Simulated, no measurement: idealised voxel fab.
process module | voxel double patterning
cross-section cut | 255 nm wide | cells 5 nm
A cross-section is a grid of square cells, given in bands from the top down. A band is one or more rows of cells.
Each band's line starts with the height of the band's top and of its bottom, in nm. Then come its materials from left to right, each with its width in nm. One material with "throughout" fills the band from edge to edge. "air" is empty space.
Height 0 is the level under which the wafer as received is all one material. The lowest band goes on downwards, as in "0 down".
A width such as "30 to 40" changes by the same amount from each row of cells to the next, from the band's top row to its bottom row.
"no change" after a step means that no cell of the cross-section changed.
closed voids: empty space of 8 cells or more with no open way to the top, each as width x height at its distance from the left edge, in nm
after a step's settings: what the simulator itself notes on the step
overlay nm, on a step with a mask: how far to the right of its planned place the mask lay; to the left if negative
Each pair below shows a cross-section before one step and the cross-section after it, down to the lowest band that changed. The line under each pair gives the step between them, with its settings. The pairs can come from different runs of this module on the same starting wafer, so a pair continues from the pair above only where its "before" says so.
before
  0 down: Si throughout
  closed voids: none
after
  5 to 0: SiO2 throughout
  below 0: unchanged
  closed voids: none
the step between: op CONFORMAL_DEP | material SiO2 | thk nm 5
before: the cross-section after the pair above
after
  20 to 5: W throughout
  below 5: unchanged
  closed voids: none
the step between: op DIRECTIONAL_DEP | material W | thk nm 15
before: the cross-section after the pair above
after
  30 to 20: SiCN throughout
  below 20: unchanged
  closed voids: none
the step between: op DIRECTIONAL_DEP | material SiCN | thk nm 10
before: the cross-section after the pair above
after
  45 to 30: aC throughout
  below 30: unchanged
  closed voids: none
the step between: op DIRECTIONAL_DEP | material aC | thk nm 15
before: the cross-section after the pair above
after
  75 to 45: resist 95 | air 15 | resist 35 | air 15 | resist 95
  below 45: unchanged
  closed voids: none
the step between: op PATTERN | tone open | mask id FIRST | material resist | width nm 15 | pitch nm 50 | thk nm 30 | overlay nm 0
before: the cross-section after the pair above
after
  60 to 45: resist 95 | air 15 | resist 35 | air 15 | resist 95
  45 to 30: aC 95 | air 15 | aC 35 | air 15 | aC 95
  below 30: unchanged
  closed voids: none
the step between: op DIRECTIONAL_ETCH | etch materials aC | depth nm 15
before: the cross-section after the pair above
after
  45 to 30: aC 95 | air 15 | aC 35 | air 15 | aC 95
  below 30: unchanged
  closed voids: none
the step between: op STRIP | etch materials resist
before: the cross-section after the pair above
after
  45 to 30: aC 95 | air 15 | aC 35 | air 15 | aC 95
  30 to 20: SiCN 95 | air 15 | SiCN 35 | air 15 | SiCN 95
  below 20: unchanged
  closed voids: none
the step between: op DIRECTIONAL_ETCH | etch materials SiCN | depth nm 10
before: the cross-section after the pair above
after
  30 to 20: SiCN 95 | air 15 | SiCN 35 | air 15 | SiCN 95
  below 20: unchanged
  closed voids: none
the step between: op STRIP | etch materials aC
before: the cross-section after the pair above
after
  50 to 30: resist 120 | air 15 | resist 120
  30 to 20: SiCN 95 | resist 15 | SiCN 35 | resist 15 | SiCN 95
  below 20: unchanged
  closed voids: none
the step between: op PATTERN | tone open | mask id SECOND | material resist | width nm 15 | thk nm 20 | overlay nm 0
before: the cross-section after the pair above
after
  50 to 30: resist 120 | air 15 | resist 120
  30 to 20: SiCN 95 | resist 15 | SiCN 10 | air 15 | SiCN 10 | resist 15 | SiCN 95
  below 20: unchanged
  closed voids: none
the step between: op DIRECTIONAL_ETCH | etch materials SiCN | depth nm 10
before: the cross-section after the pair above
after
  30 to 20: SiCN 95 | air 15 | SiCN 10 | air 15 | SiCN 10 | air 15 | SiCN 95
  below 20: unchanged
  closed voids: none
the step between: op STRIP | etch materials resist
before: the cross-section after the pair above
after
  30 to 20: SiCN 95 | air 15 | SiCN 10 | air 15 | SiCN 10 | air 15 | SiCN 95
  20 to 5: W 95 | air 15 | W 10 | air 15 | W 10 | air 15 | W 95
  below 5: unchanged
  closed voids: none
the step between: op DIRECTIONAL_ETCH | etch materials W | depth nm 15
before: the cross-section after the pair above
after
  20 to 5: W 95 | air 15 | W 10 | air 15 | W 10 | air 15 | W 95
  below 5: unchanged
  closed voids: none
the step between: op STRIP | etch materials SiCN
before
  0 down: Si throughout
  closed voids: none
after
  15 to 0: W throughout
  below 0: unchanged
  closed voids: none
the step between: op DIRECTIONAL_DEP | material W | thk nm 15
before: the cross-section after the pair above
after
  25 to 15: SiCN throughout
  below 15: unchanged
  closed voids: none
the step between: op DIRECTIONAL_DEP | material SiCN | thk nm 10
before: the cross-section after the pair above
after
  40 to 25: aC throughout
  below 25: unchanged
  closed voids: none
the step between: op DIRECTIONAL_DEP | material aC | thk nm 15
before: the cross-section after the pair above
after
  70 to 40: resist 95 | air 15 | resist 35 | air 15 | resist 95
  below 40: unchanged
  closed voids: none
the step between: op PATTERN | tone open | mask id FIRST | material resist | width nm 15 | pitch nm 50 | thk nm 30 | overlay nm 0
before: the cross-section after the pair above
after
  55 to 40: resist 95 | air 15 | resist 35 | air 15 | resist 95
  40 to 25: aC 95 | air 15 | aC 35 | air 15 | aC 95
  below 25: unchanged
  closed voids: none
the step between: op DIRECTIONAL_ETCH | etch materials aC | depth nm 15
before: the cross-section after the pair above
after
  40 to 25: aC 95 | air 15 | aC 35 | air 15 | aC 95
  below 25: unchanged
  closed voids: none
the step between: op STRIP | etch materials resist
before: the cross-section after the pair above
after
  40 to 25: aC 95 | air 15 | aC 35 | air 15 | aC 95
  25 to 15: SiCN 95 | air 15 | SiCN 35 | air 15 | SiCN 95
  below 15: unchanged
  closed voids: none
the step between: op DIRECTIONAL_ETCH | etch materials SiCN | depth nm 10
before: the cross-section after the pair above
after
  25 to 15: SiCN 95 | air 15 | SiCN 35 | air 15 | SiCN 95
  below 15: unchanged
  closed voids: none
the step between: op STRIP | etch materials aC
before: the cross-section after the pair above
after
  45 to 25: resist 120 | air 15 | resist 120
  25 to 15: SiCN 95 | resist 15 | SiCN 35 | resist 15 | SiCN 95
  below 15: unchanged
  closed voids: none
the step between: op PATTERN | tone open | mask id SECOND | material resist | width nm 15 | thk nm 20 | overlay nm 0
before: the cross-section after the pair above
after
  45 to 25: resist 120 | air 15 | resist 120
  25 to 15: SiCN 95 | resist 15 | SiCN 10 | air 15 | SiCN 10 | resist 15 | SiCN 95
  below 15: unchanged
  closed voids: none
the step between: op DIRECTIONAL_ETCH | etch materials SiCN | depth nm 10
before: the cross-section after the pair above
after
  25 to 15: SiCN 95 | air 15 | SiCN 10 | air 15 | SiCN 10 | air 15 | SiCN 95
  below 15: unchanged
  closed voids: none
the step between: op STRIP | etch materials resist
before: the cross-section after the pair above
after
  25 to 15: SiCN 95 | air 15 | SiCN 10 | air 15 | SiCN 10 | air 15 | SiCN 95
  15 to 0: W 95 | air 15 | W 10 | air 15 | W 10 | air 15 | W 95
  below 0: unchanged
  closed voids: none
the step between: op DIRECTIONAL_ETCH | etch materials W | depth nm 15
before: the cross-section after the pair above
after
  15 to 0: W 95 | air 15 | W 10 | air 15 | W 10 | air 15 | W 95
  below 0: unchanged
  closed voids: none
the step between: op STRIP | etch materials SiCN
before
  20 to 5: W throughout
  5 to 0: SiO2 throughout
  0 down: Si throughout
  closed voids: none
after
  35 to 5: W throughout
  below 5: unchanged
  closed voids: none
the step between: op DIRECTIONAL_DEP | material W | thk nm 15
before: the cross-section after the pair above
after
  45 to 35: SiCN throughout
  below 35: unchanged
  closed voids: none
the step between: op DIRECTIONAL_DEP | material SiCN | thk nm 10
before: the cross-section after the pair above
after
  60 to 45: aC throughout
  below 45: unchanged
  closed voids: none
the step between: op DIRECTIONAL_DEP | material aC | thk nm 15
before: the cross-section after the pair above
after
  90 to 60: resist 95 | air 15 | resist 35 | air 15 | resist 95
  below 60: unchanged
  closed voids: none
the step between: op PATTERN | tone open | mask id FIRST | material resist | width nm 15 | pitch nm 50 | thk nm 30 | overlay nm 0
before: the cross-section after the pair above
after
  75 to 60: resist 95 | air 15 | resist 35 | air 15 | resist 95
  60 to 45: aC 95 | air 15 | aC 35 | air 15 | aC 95
  below 45: unchanged
  closed voids: none
the step between: op DIRECTIONAL_ETCH | etch materials aC | depth nm 15
before: the cross-section after the pair above
after
  60 to 45: aC 95 | air 15 | aC 35 | air 15 | aC 95
  below 45: unchanged
  closed voids: none
the step between: op STRIP | etch materials resist
before: the cross-section after the pair above
after
  60 to 45: aC 95 | air 15 | aC 35 | air 15 | aC 95
  45 to 35: SiCN 95 | air 15 | SiCN 35 | air 15 | SiCN 95
  below 35: unchanged
  closed voids: none
the step between: op DIRECTIONAL_ETCH | etch materials SiCN | depth nm 10
before: the cross-section after the pair above
after
  45 to 35: SiCN 95 | air 15 | SiCN 35 | air 15 | SiCN 95
  below 35: unchanged
  closed voids: none
the step between: op STRIP | etch materials aC
before: the cross-section after the pair above
after
  65 to 45: resist 120 | air 15 | resist 120
  45 to 35: SiCN 95 | resist 15 | SiCN 35 | resist 15 | SiCN 95
  below 35: unchanged
  closed voids: none
the step between: op PATTERN | tone open | mask id SECOND | material resist | width nm 15 | thk nm 20 | overlay nm 0
before: the cross-section after the pair above
after
  65 to 45: resist 120 | air 15 | resist 120
  45 to 35: SiCN 95 | resist 15 | SiCN 10 | air 15 | SiCN 10 | resist 15 | SiCN 95
  below 35: unchanged
  closed voids: none
the step between: op DIRECTIONAL_ETCH | etch materials SiCN | depth nm 10
before: the cross-section after the pair above
after
  45 to 35: SiCN 95 | air 15 | SiCN 10 | air 15 | SiCN 10 | air 15 | SiCN 95
  below 35: unchanged
  closed voids: none
the step between: op STRIP | etch materials resist
before: the cross-section after the pair above
after
  45 to 35: SiCN 95 | air 15 | SiCN 10 | air 15 | SiCN 10 | air 15 | SiCN 95
  35 to 20: W 95 | air 15 | W 10 | air 15 | W 10 | air 15 | W 95
  below 20: unchanged
  closed voids: none
the step between: op DIRECTIONAL_ETCH | etch materials W | depth nm 15
before: the cross-section after the pair above
after
  35 to 20: W 95 | air 15 | W 10 | air 15 | W 10 | air 15 | W 95
  below 20: unchanged
  closed voids: none
the step between: op STRIP | etch materials SiCN
before
  15 to 0: W throughout
  0 down: Si throughout
  closed voids: none
after
  20 to 15: SiO2 throughout
  below 15: unchanged
  closed voids: none
the step between: op CONFORMAL_DEP | material SiO2 | thk nm 5
before: the cross-section after the pair above
after
  30 to 20: SiCN throughout
  below 20: unchanged
  closed voids: none
the step between: op DIRECTIONAL_DEP | material SiCN | thk nm 10
before: the cross-section after the pair above
after
  45 to 30: aC throughout
  below 30: unchanged
  closed voids: none
the step between: op DIRECTIONAL_DEP | material aC | thk nm 15
before: the cross-section after the pair above
after
  75 to 45: resist 95 | air 15 | resist 35 | air 15 | resist 95
  below 45: unchanged
  closed voids: none
the step between: op PATTERN | tone open | mask id FIRST | material resist | width nm 15 | pitch nm 50 | thk nm 30 | overlay nm 0
before: the cross-section after the pair above
after
  60 to 45: resist 95 | air 15 | resist 35 | air 15 | resist 95
  45 to 30: aC 95 | air 15 | aC 35 | air 15 | aC 95
  below 30: unchanged
  closed voids: none
the step between: op DIRECTIONAL_ETCH | etch materials aC | depth nm 15
before: the cross-section after the pair above
after
  45 to 30: aC 95 | air 15 | aC 35 | air 15 | aC 95
  below 30: unchanged
  closed voids: none
the step between: op STRIP | etch materials resist
before: the cross-section after the pair above
after
  45 to 30: aC 95 | air 15 | aC 35 | air 15 | aC 95
  30 to 20: SiCN 95 | air 15 | SiCN 35 | air 15 | SiCN 95
  below 20: unchanged
  closed voids: none
the step between: op DIRECTIONAL_ETCH | etch materials SiCN | depth nm 10
before: the cross-section after the pair above
after
  30 to 20: SiCN 95 | air 15 | SiCN 35 | air 15 | SiCN 95
  below 20: unchanged
  closed voids: none
the step between: op STRIP | etch materials aC
before: the cross-section after the pair above
after
  50 to 30: resist 120 | air 15 | resist 120
  30 to 20: SiCN 95 | resist 15 | SiCN 35 | resist 15 | SiCN 95
  below 20: unchanged
  closed voids: none
the step between: op PATTERN | tone open | mask id SECOND | material resist | width nm 15 | thk nm 20 | overlay nm 0
before: the cross-section after the pair above
after
  50 to 30: resist 120 | air 15 | resist 120
  30 to 20: SiCN 95 | resist 15 | SiCN 10 | air 15 | SiCN 10 | resist 15 | SiCN 95
  below 20: unchanged
  closed voids: none
the step between: op DIRECTIONAL_ETCH | etch materials SiCN | depth nm 10
before: the cross-section after the pair above
after
  30 to 20: SiCN 95 | air 15 | SiCN 10 | air 15 | SiCN 10 | air 15 | SiCN 95
  below 20: unchanged
  closed voids: none
the step between: op STRIP | etch materials resist
before: the cross-section after the pair above
after
  20 to 15: SiO2 throughout
  below 15: unchanged
  closed voids: none
the step between: op STRIP | etch materials SiCN
before
  5 to 0: SiO2 throughout
  0 down: Si throughout
  closed voids: none
after
  10 to 5: W throughout
  below 5: unchanged
  closed voids: none
the step between: op DIRECTIONAL_DEP | material W | thk nm 5
before: the cross-section after the pair above
after
  20 to 10: SiCN throughout
  below 10: unchanged
  closed voids: none
the step between: op DIRECTIONAL_DEP | material SiCN | thk nm 10
before: the cross-section after the pair above
after
  35 to 20: aC throughout
  below 20: unchanged
  closed voids: none
the step between: op DIRECTIONAL_DEP | material aC | thk nm 15
before: the cross-section after the pair above
after
  65 to 35: resist 95 | air 15 | resist 35 | air 15 | resist 95
  below 35: unchanged
  closed voids: none
the step between: op PATTERN | tone open | mask id FIRST | material resist | width nm 15 | pitch nm 50 | thk nm 30 | overlay nm 0
before: the cross-section after the pair above
after
  50 to 35: resist 95 | air 15 | resist 35 | air 15 | resist 95
  35 to 20: aC 95 | air 15 | aC 35 | air 15 | aC 95
  below 20: unchanged
  closed voids: none
the step between: op DIRECTIONAL_ETCH | etch materials aC | depth nm 15
before: the cross-section after the pair above
after
  35 to 20: aC 95 | air 15 | aC 35 | air 15 | aC 95
  below 20: unchanged
  closed voids: none
the step between: op STRIP | etch materials resist
before: the cross-section after the pair above
after
  35 to 20: aC 95 | air 15 | aC 35 | air 15 | aC 95
  20 to 10: SiCN 95 | air 15 | SiCN 35 | air 15 | SiCN 95
  below 10: unchanged
  closed voids: none
the step between: op DIRECTIONAL_ETCH | etch materials SiCN | depth nm 10
before: the cross-section after the pair above
after
  20 to 10: SiCN 95 | air 15 | SiCN 35 | air 15 | SiCN 95
  below 10: unchanged
  closed voids: none
the step between: op STRIP | etch materials aC
before: the cross-section after the pair above
after
  40 to 20: resist 120 | air 15 | resist 120
  20 to 10: SiCN 95 | resist 15 | SiCN 35 | resist 15 | SiCN 95
  below 10: unchanged
  closed voids: none
the step between: op PATTERN | tone open | mask id SECOND | material resist | width nm 15 | thk nm 20 | overlay nm 0
before: the cross-section after the pair above
after
  40 to 20: resist 120 | air 15 | resist 120
  20 to 10: SiCN 95 | resist 15 | SiCN 10 | air 15 | SiCN 10 | resist 15 | SiCN 95
  below 10: unchanged
  closed voids: none
the step between: op DIRECTIONAL_ETCH | etch materials SiCN | depth nm 10
before: the cross-section after the pair above
after
  20 to 10: SiCN 95 | air 15 | SiCN 10 | air 15 | SiCN 10 | air 15 | SiCN 95
  below 10: unchanged
  closed voids: none
the step between: op STRIP | etch materials resist
before: the cross-section after the pair above
after
  20 to 10: SiCN 95 | air 15 | SiCN 10 | air 15 | SiCN 10 | air 15 | SiCN 95
  10 to 5: W 95 | air 15 | W 10 | air 15 | W 10 | air 15 | W 95
  below 5: unchanged
  closed voids: none
the step between: op DIRECTIONAL_ETCH | etch materials W | depth nm 15
before: the cross-section after the pair above
after
  10 to 5: W 95 | air 15 | W 10 | air 15 | W 10 | air 15 | W 95
  below 5: unchanged
  closed voids: none
the step between: op STRIP | etch materials SiCN
before
  45 to 30: aC throughout
  30 to 20: SiCN throughout
  20 to 5: W throughout
  5 to 0: SiO2 throughout
  0 down: Si throughout
  closed voids: none
after
  75 to 45: resist 95 | air 20 | resist 30 | air 20 | resist 90
  below 45: unchanged
  closed voids: none
the step between: op PATTERN | tone open | mask id FIRST | material resist | width nm 20 | pitch nm 50 | thk nm 30 | overlay nm 0
before: the cross-section after the pair above
after
  60 to 45: resist 95 | air 20 | resist 30 | air 20 | resist 90
  45 to 30: aC 95 | air 20 | aC 30 | air 20 | aC 90
  below 30: unchanged
  closed voids: none
the step between: op DIRECTIONAL_ETCH | etch materials aC | depth nm 15
before: the cross-section after the pair above
after
  45 to 30: aC 95 | air 20 | aC 30 | air 20 | aC 90
  below 30: unchanged
  closed voids: none
the step between: op STRIP | etch materials resist
before: the cross-section after the pair above
after
  45 to 30: aC 95 | air 20 | aC 30 | air 20 | aC 90
  30 to 20: SiCN 95 | air 20 | SiCN 30 | air 20 | SiCN 90
  below 20: unchanged
  closed voids: none
the step between: op DIRECTIONAL_ETCH | etch materials SiCN | depth nm 10
before: the cross-section after the pair above
after
  30 to 20: SiCN 95 | air 20 | SiCN 30 | air 20 | SiCN 90
  below 20: unchanged
  closed voids: none
the step between: op STRIP | etch materials aC
before: the cross-section after the pair above
after
  50 to 30: resist 120 | air 15 | resist 120
  30 to 20: SiCN 95 | resist 20 | SiCN 30 | resist 20 | SiCN 90
  below 20: unchanged
  closed voids: none
the step between: op PATTERN | tone open | mask id SECOND | material resist | width nm 15 | thk nm 20 | overlay nm 0
before: the cross-section after the pair above
after
  50 to 30: resist 120 | air 15 | resist 120
  30 to 20: SiCN 95 | resist 20 | SiCN 5 | air 15 | SiCN 10 | resist 20 | SiCN 90
  below 20: unchanged
  closed voids: none
the step between: op DIRECTIONAL_ETCH | etch materials SiCN | depth nm 10
before: the cross-section after the pair above
after
  30 to 20: SiCN 95 | air 20 | SiCN 5 | air 15 | SiCN 10 | air 20 | SiCN 90
  below 20: unchanged
  closed voids: none
the step between: op STRIP | etch materials resist
before: the cross-section after the pair above
after
  30 to 20: SiCN 95 | air 20 | SiCN 5 | air 15 | SiCN 10 | air 20 | SiCN 90
  20 to 5: W 95 | air 20 | W 5 | air 15 | W 10 | air 20 | W 90
  below 5: unchanged
  closed voids: none
the step between: op DIRECTIONAL_ETCH | etch materials W | depth nm 15
before: the cross-section after the pair above
after
  20 to 5: W 95 | air 20 | W 5 | air 15 | W 10 | air 20 | W 90
  below 5: unchanged
  closed voids: none
the step between: op STRIP | etch materials SiCN
before
  45 to 30: aC throughout
  30 to 20: SiCN throughout
  20 to 5: W throughout
  5 to 0: SiO2 throughout
  0 down: Si throughout
  closed voids: none
after
  75 to 45: resist 90 | air 15 | resist 35 | air 15 | resist 100
  below 45: unchanged
  closed voids: none
the step between: op PATTERN | tone open | mask id FIRST | material resist | width nm 15 | pitch nm 50 | thk nm 30 | overlay nm -5
before: the cross-section after the pair above
after
  60 to 45: resist 90 | air 15 | resist 35 | air 15 | resist 100
  45 to 30: aC 90 | air 15 | aC 35 | air 15 | aC 100
  below 30: unchanged
  closed voids: none
the step between: op DIRECTIONAL_ETCH | etch materials aC | depth nm 15
before: the cross-section after the pair above
after
  45 to 30: aC 90 | air 15 | aC 35 | air 15 | aC 100
  below 30: unchanged
  closed voids: none
the step between: op STRIP | etch materials resist
before: the cross-section after the pair above
after
  45 to 30: aC 90 | air 15 | aC 35 | air 15 | aC 100
  30 to 20: SiCN 90 | air 15 | SiCN 35 | air 15 | SiCN 100
  below 20: unchanged
  closed voids: none
the step between: op DIRECTIONAL_ETCH | etch materials SiCN | depth nm 10
before: the cross-section after the pair above
after
  30 to 20: SiCN 90 | air 15 | SiCN 35 | air 15 | SiCN 100
  below 20: unchanged
  closed voids: none
the step between: op STRIP | etch materials aC
before: the cross-section after the pair above
after
  50 to 30: resist 120 | air 15 | resist 120
  30 to 20: SiCN 90 | resist 15 | SiCN 35 | resist 15 | SiCN 100
  below 20: unchanged
  closed voids: none
the step between: op PATTERN | tone open | mask id SECOND | material resist | width nm 15 | thk nm 20 | overlay nm 0
before: the cross-section after the pair above
after
  50 to 30: resist 120 | air 15 | resist 120
  30 to 20: SiCN 90 | resist 15 | SiCN 15 | air 15 | SiCN 5 | resist 15 | SiCN 100
  below 20: unchanged
  closed voids: none
the step between: op DIRECTIONAL_ETCH | etch materials SiCN | depth nm 10
before: the cross-section after the pair above
after
  30 to 20: SiCN 90 | air 15 | SiCN 15 | air 15 | SiCN 5 | air 15 | SiCN 100
  below 20: unchanged
  closed voids: none
the step between: op STRIP | etch materials resist
before: the cross-section after the pair above
after
  30 to 20: SiCN 90 | air 15 | SiCN 15 | air 15 | SiCN 5 | air 15 | SiCN 100
  20 to 5: W 90 | air 15 | W 15 | air 15 | W 5 | air 15 | W 100
  below 5: unchanged
  closed voids: none
the step between: op DIRECTIONAL_ETCH | etch materials W | depth nm 15
before: the cross-section after the pair above
after
  20 to 5: W 90 | air 15 | W 15 | air 15 | W 5 | air 15 | W 100
  below 5: unchanged
  closed voids: none
the step between: op STRIP | etch materials SiCN
before
  20 to 5: W throughout
  5 to 0: SiO2 throughout
  0 down: Si throughout
  closed voids: none
after
  30 to 20: SiO2 throughout
  below 20: unchanged
  closed voids: none
the step between: op DIRECTIONAL_DEP | material SiO2 | thk nm 10
before: the cross-section after the pair above
after
  45 to 30: aC throughout
  below 30: unchanged
  closed voids: none
the step between: op DIRECTIONAL_DEP | material aC | thk nm 15
before: the cross-section after the pair above
after
  75 to 45: resist 95 | air 15 | resist 35 | air 15 | resist 95
  below 45: unchanged
  closed voids: none
the step between: op PATTERN | tone open | mask id FIRST | material resist | width nm 15 | pitch nm 50 | thk nm 30 | overlay nm 0
before: the cross-section after the pair above
after
  60 to 45: resist 95 | air 15 | resist 35 | air 15 | resist 95
  45 to 30: aC 95 | air 15 | aC 35 | air 15 | aC 95
  below 30: unchanged
  closed voids: none
the step between: op DIRECTIONAL_ETCH | etch materials aC | depth nm 15
before: the cross-section after the pair above
after
  45 to 30: aC 95 | air 15 | aC 35 | air 15 | aC 95
  below 30: unchanged
  closed voids: none
the step between: op STRIP | etch materials resist
before: the cross-section after the pair above
after
  30 to 20: SiO2 throughout
  below 20: unchanged
  closed voids: none
the step between: op STRIP | etch materials aC
before: the cross-section after the pair above
after
  50 to 30: resist 120 | air 15 | resist 120
  below 30: unchanged
  closed voids: none
the step between: op PATTERN | tone open | mask id SECOND | material resist | width nm 15 | thk nm 20 | overlay nm 0
before: the cross-section after the pair above
after
  30 to 20: SiO2 throughout
  below 20: unchanged
  closed voids: none
the step between: op STRIP | etch materials resist
before
  45 to 30: aC throughout
  30 to 20: SiCN throughout
  20 to 5: W throughout
  5 to 0: SiO2 throughout
  0 down: Si throughout
  closed voids: none
after
  75 to 45: air 95 | resist 15 | air 35 | resist 15 | air 95
  below 45: unchanged
  closed voids: none
the step between: op PATTERN | tone cover | mask id FIRST | material resist | width nm 15 | pitch nm 50 | thk nm 30 | overlay nm 0
before: the cross-section after the pair above
after
  60 to 45: air 95 | resist 15 | air 35 | resist 15 | air 95
  45 to 30: air 95 | aC 15 | air 35 | aC 15 | air 95
  below 30: unchanged
  closed voids: none
the step between: op DIRECTIONAL_ETCH | etch materials aC | depth nm 15
before: the cross-section after the pair above
after
  45 to 30: air 95 | aC 15 | air 35 | aC 15 | air 95
  below 30: unchanged
  closed voids: none
the step between: op STRIP | etch materials resist
before: the cross-section after the pair above
after
  45 to 30: air 95 | aC 15 | air 35 | aC 15 | air 95
  30 to 20: air 95 | SiCN 15 | air 35 | SiCN 15 | air 95
  below 20: unchanged
  closed voids: none
the step between: op DIRECTIONAL_ETCH | etch materials SiCN | depth nm 10
before: the cross-section after the pair above
after
  30 to 20: air 95 | SiCN 15 | air 35 | SiCN 15 | air 95
  below 20: unchanged
  closed voids: none
the step between: op STRIP | etch materials aC
before: the cross-section after the pair above
after
  50 to 30: resist 120 | air 15 | resist 120
  30 to 20: resist 95 | SiCN 15 | resist 10 | air 15 | resist 10 | SiCN 15 | resist 95
  below 20: unchanged
  closed voids: none
the step between: op PATTERN | tone open | mask id SECOND | material resist | width nm 15 | thk nm 20 | overlay nm 0
before: the cross-section after the pair above
after
  30 to 20: air 95 | SiCN 15 | air 35 | SiCN 15 | air 95
  below 20: unchanged
  closed voids: none
the step between: op STRIP | etch materials resist
before: the cross-section after the pair above
after
  30 to 20: air 95 | SiCN 15 | air 35 | SiCN 15 | air 95
  20 to 5: air 95 | W 15 | air 35 | W 15 | air 95
  below 5: unchanged
  closed voids: none
the step between: op DIRECTIONAL_ETCH | etch materials W | depth nm 15
before: the cross-section after the pair above
after
  20 to 5: air 95 | W 15 | air 35 | W 15 | air 95
  below 5: unchanged
  closed voids: none
the step between: op STRIP | etch materials SiCN
